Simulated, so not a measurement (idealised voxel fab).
process module | voxel air gaps
FYI the section here is cut, 300 nm wide, cells are 5 nm squares.
A cross-section in this document is a grid of square cells, and it is written down as bands, the top band listed before the ones below it; a band is made up of one or more rows of cells. Per band: top height and bottom height in nm, followed by the left-to-right materials and their widths in nm; "full width" marks a single material spanning edge to edge, "air" marks empty space. Heights from 0 (as-received wafer is one material below). Bottom band endless downward, as "from 0 down". So if you see something like "30 to 40" for the width, read it as the top row of the band sitting at the first number and the bottom row at the second, with every row in between moving by the same amount as the last. Where a step carries "stayed the same", the cross-section came out of it unchanged, cell for cell. If an empty space has no open way to the top and is at least 8 cells in size, "closed voids" lists it, written width x height at distance, where distance is measured from the left edge and every value is in nm. On each step's line, the part that comes after the settings is the simulator's own comment on the step. overlay nm: for a step with a mask, the amount by which the mask lay right of where it was planned; a negative amount means left of it.
[Set out below are the planned steps of the process]
- 1: RECEIVE (material Si)
- 2: CONFORMAL_DEP (material SiO2; thk nm 15)
- 3: CONFORMAL_DEP (material SiN; thk nm 5)
- 4: DIRECTIONAL_DEP (material lowk; thk nm 35)
- 5: PATTERN (tone open; mask id LINES; material resist; width nm 15; pitch nm 40; thk nm 15; overlay nm 0)
- 6: DIRECTIONAL_ETCH (etch materials lowk; depth nm 35)
- 7: STRIP (etch materials resist)
- 8: CONFORMAL_DEP (material TiN; thk nm 5)
- 9: FILL_DEP (material Ru; thk nm 5)
- 10: CMP (height nm 55)
- 11: EPI (material Ru; thk nm 10)
- 12: SELECTIVE_ETCH (etch materials lowk; depth nm 45)
- 13: CONFORMAL_DEP (material SiCN; thk nm 5)
[Incoming wafer, cross-sectional view, post step 1]
from 0 down | Si full width
closed voids: none
[Cross-section, first of two wafers, end of module, run as planned]
from 70 to 65 | air=65, SiCN=165, air=70
from 65 to 55 | air=65, SiCN=5, Ru=35, SiCN=5, Ru=35, SiCN=5, Ru=35, SiCN=5, Ru=35, SiCN=5, air=70
from 55 to 50 | air=65, SiCN=15, TiN=5, Ru=5, TiN=5, SiCN=25, TiN=5, Ru=5, TiN=5, SiCN=25, TiN=5, Ru=5, TiN=5, SiCN=25, TiN=5, Ru=5, TiN=5, SiCN=15, air=70
from 50 to 25 | air=75, SiCN=5, TiN=5, Ru=5, TiN=5, SiCN=5, air=15, SiCN=5, TiN=5, Ru=5, TiN=5, SiCN=5, air=15, SiCN=5, TiN=5, Ru=5, TiN=5, SiCN=5, air=15, SiCN=5, TiN=5, Ru=5, TiN=5, SiCN=5, air=80
from 25 to 20 | SiCN=80, TiN=15, SiCN=25, TiN=15, SiCN=25, TiN=15, SiCN=25, TiN=15, SiCN=85
from 20 to 15 | SiN full width
from 15 to 0 | SiO2 full width
from 0 down | Si full width
closed voids: 15 x 25 at 100; 15 x 25 at 140; 15 x 25 at 180
[Cross-sectional image of the second wafer of the two following completion of the module. Starting state and process plan were the same as for the first wafer; one execution error occurred]
from 70 to 65 | SiCN full width
from 65 to 55 | Ru full width
from 55 to 25 | Ru=75, TiN=5, lowk=15, TiN=5, Ru=15, TiN=5, lowk=15, TiN=5, Ru=15, TiN=5, lowk=15, TiN=5, Ru=15, TiN=5, lowk=15, TiN=5, Ru=80
from 25 to 20 | TiN=80, lowk=15, TiN=25, lowk=15, TiN=25, lowk=15, TiN=25, lowk=15, TiN=85
from 20 to 15 | SiN full width
from 15 to 0 | SiO2 full width
from 0 down | Si full width
closed voids: none
The mistake made against the process plan was this: heads up, step 5 didn't go per plan, it actually ran as PATTERN (tone cover; mask id LINES; material resist; width nm 15; pitch nm 40; thk nm 15; overlay nm 0)
Materials where the second wafer ends with more or fewer cells than the first: +280 Ru | -92 SiCN | +36 TiN | +84 lowk
The second wafer ends with 0 closed voids, and the first wafer ends with 3.
